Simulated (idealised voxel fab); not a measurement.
process module | voxel air gaps
cross-section cut | 285 nm wide | cells 5 nm
A cross-section is a grid of square cells, given in bands from the top down. A band is one or more rows of cells.
Each band's line starts with the height of the band's top and of its bottom, in nm. Then come its materials from left to right, each with its width in nm. One material with "throughout" fills the band from edge to edge. "air" is empty space.
Height 0 is the level under which the wafer as received is all one material. The lowest band goes on downwards, as in "0 down".
A width such as "30 to 40" changes by the same amount from each row of cells to the next, from the band's top row to its bottom row.
"no change" after a step means that no cell of the cross-section changed.
closed voids: empty space of 8 cells or more with no open way to the top, each as width x height at its distance from the left edge, in nm
after a step's settings: what the simulator itself notes on the step
overlay nm, on a step with a mask: how far to the right of its planned place the mask lay; to the left if negative
plan
1 op RECEIVE | material Si
2 op CONFORMAL_DEP | material SiO2 | thk nm 10
3 op CONFORMAL_DEP | material SiN | thk nm 5
4 op DIRECTIONAL_DEP | material lowk | thk nm 40
5 op PATTERN | tone open | mask id LINES | material resist | width nm 15 | pitch nm 45 | thk nm 15 | overlay nm 0
6 op DIRECTIONAL_ETCH | etch materials lowk | depth nm 40
7 op STRIP | etch materials resist
8 op CONFORMAL_DEP | material TiN | thk nm 5
9 op FILL_DEP | material W | thk nm 5
10 op CMP | height nm 55
11 op EPI | material Ru | thk nm 10
12 op SELECTIVE_ETCH | etch materials lowk | depth nm 50
13 op CONFORMAL_DEP | material SiN | thk nm 5
as received, after step 1
  0 down: Si throughout
  closed voids: none
a wafer at the end: this start, this plan, one mistake
  70 to 65: air 70 | SiN 145 | air 70
  65 to 55: air 70 | SiN 5 | Ru 135 | SiN 5 | air 70
  55 to 50: air 70 | SiN 15 | TiN 5 | W 15 | TiN 5 | lowk 20 | TiN 5 | W 15 | TiN 5 | lowk 20 | TiN 5 | W 15 | TiN 5 | SiN 15 | air 70
  50 to 20: air 80 | SiN 5 | TiN 5 | W 15 | TiN 5 | lowk 20 | TiN 5 | W 15 | TiN 5 | lowk 20 | TiN 5 | W 15 | TiN 5 | SiN 5 | air 80
  20 to 15: SiN 85 | TiN 25 | lowk 20 | TiN 25 | lowk 20 | TiN 25 | SiN 85
  15 to 10: SiN throughout
  10 to 0: SiO2 throughout
  0 down: Si throughout
  closed voids: none
what went wrong: step 5 ran as: op PATTERN | tone open | mask id LINES | material resist | width nm 25 | pitch nm 45 | thk nm 15 | overlay nm 0
